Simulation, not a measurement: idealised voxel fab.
The following is a process module called voxel self aligned contacts.
FYI the section here is cut, 210 nm wide, cells are 5 nm squares.
The cross-sections in this document take the form of a grid made of square cells. They are written out as bands, in order from top to bottom. Each band consists of one or more rows of cells.
Quick guide to a band line: top height, bottom height (nm) up front; then every material left to right with its width in nm. Only one material and it's marked "edge to edge"? Then it fills the band edge to edge. And "blank" just means empty space.
Convention: height 0 is the level below which the wafer, as received, is all one material. The lowest band does not terminate at the bottom but continues downward, represented as "0 down".
A width such as "30..40" changes by the same amount from each row of cells to the next, from the band's top row to its bottom row.
What does "nothing got changed" mean for a step? It means no cell of the cross-section changed in that step.
Heads up: "Tabulated closed voids" only lists the empty pockets with no open path to the top that are 8 cells or more, and it writes them as width x height at distance, distance from the left edge, in nm.
If you see something after the settings on a step's line, that's the simulator's own remark about that step.
The optional step-line setting "overlay nm" applies to steps with a mask and quantifies how far to the right of its planned location the mask lay, a negative value indicating leftward placement.
[The planned process steps are enumerated hereunder]
1) op RECEIVE | material Si
2) op OXIDIZE | depth nm 5
3) op DIRECTIONAL_DEP | material polySi | thk nm 25
4) op DIRECTIONAL_DEP | material SiN | thk nm 20
5) op PATTERN | tone cover | mask id GATE | material resist | width nm 30 | pitch nm 55 | thk nm 15 | overlay nm 0
6) op DIRECTIONAL_ETCH | etch materials SiN | depth nm 20
7) op DIRECTIONAL_ETCH | etch materials polySi | depth nm 25
8) op STRIP | etch materials resist
9) op CONFORMAL_DEP | material SiN | thk nm 5
10) op DIRECTIONAL_ETCH | etch materials SiN | depth nm 5
11) op FILL_DEP | material SiO2 | thk nm 15
12) op CMP | height nm 55
13) op PATTERN | tone open | mask id CONTACT | material resist | width nm 35 | pitch nm 55 | thk nm 15 | overlay nm 0
14) op DIRECTIONAL_ETCH | etch materials SiO2 | depth nm 60
15) op STRIP | etch materials resist
16) op CONFORMAL_DEP | material TiN | thk nm 5
17) op FILL_DEP | material W | thk nm 10
18) op CMP | height nm 55
19) op CONFORMAL_DEP | material SiCN | thk nm 5
[Incoming wafer in cross-section (state: after step 1)]
- 0 down | Si edge to edge
- Tabulated closed voids: none
[The first of the two wafers as seen in cross-section once the module was finished; processing followed the plan]
- 60 to 55 | SiCN edge to edge
- 55 to 45 | SiO2 60  TiN 5..15  W 25..5  TiN 5..15  SiO2 20  TiN 5..15  W 25..5  TiN 5..15  SiO2 60
- 45 to 25 | SiO2 30  SiN 40  TiN 5  W 5  TiN 5  SiN 40  TiN 5  W 5  TiN 5  SiN 40  SiO2 30
- 25 to 0 | SiO2 30  SiN 5  polySi 30  SiN 5  TiN 5  W 5  TiN 5  SiN 5  polySi 30  SiN 5  TiN 5  W 5  TiN 5  SiN 5  polySi 30  SiN 5  SiO2 30
- 0 to -5 | SiO2 70  TiN 15  SiO2 40  TiN 15  SiO2 70
- -5 down | Si edge to edge
- Tabulated closed voids: none
[Same start, same plan as the first wafer - but one mistake in the run. Cross-section of the second of the two at the end of the module]
- 60 to 55 | SiCN edge to edge
- 55 to 45 | SiO2 50  TiN 5..25  W 25..5  TiN 5  SiO2 20  TiN 5..25  W 25..5  TiN 5  SiO2 70
- 45 to 25 | SiO2 30  SiN 40  TiN 5  W 5  TiN 5  SiN 40  TiN 5  W 5  TiN 5  SiN 40  SiO2 30
- 25 to 0 | SiO2 30  SiN 5  polySi 30  SiN 5  TiN 5  W 5  TiN 5  SiN 5  polySi 30  SiN 5  TiN 5  W 5  TiN 5  SiN 5  polySi 30  SiN 5  SiO2 30
- 0 to -5 | SiO2 70  TiN 15  SiO2 40  TiN 15  SiO2 70
- -5 down | Si edge to edge
- Tabulated closed voids: none
Diagnosis: step 13 changed vs plan, executed as op PATTERN | tone open | mask id CONTACT | material resist | width nm 35 | pitch nm 55 | thk nm 15 | overlay nm -10
Final state: per-material cell counts identical on both wafers; locations differ.
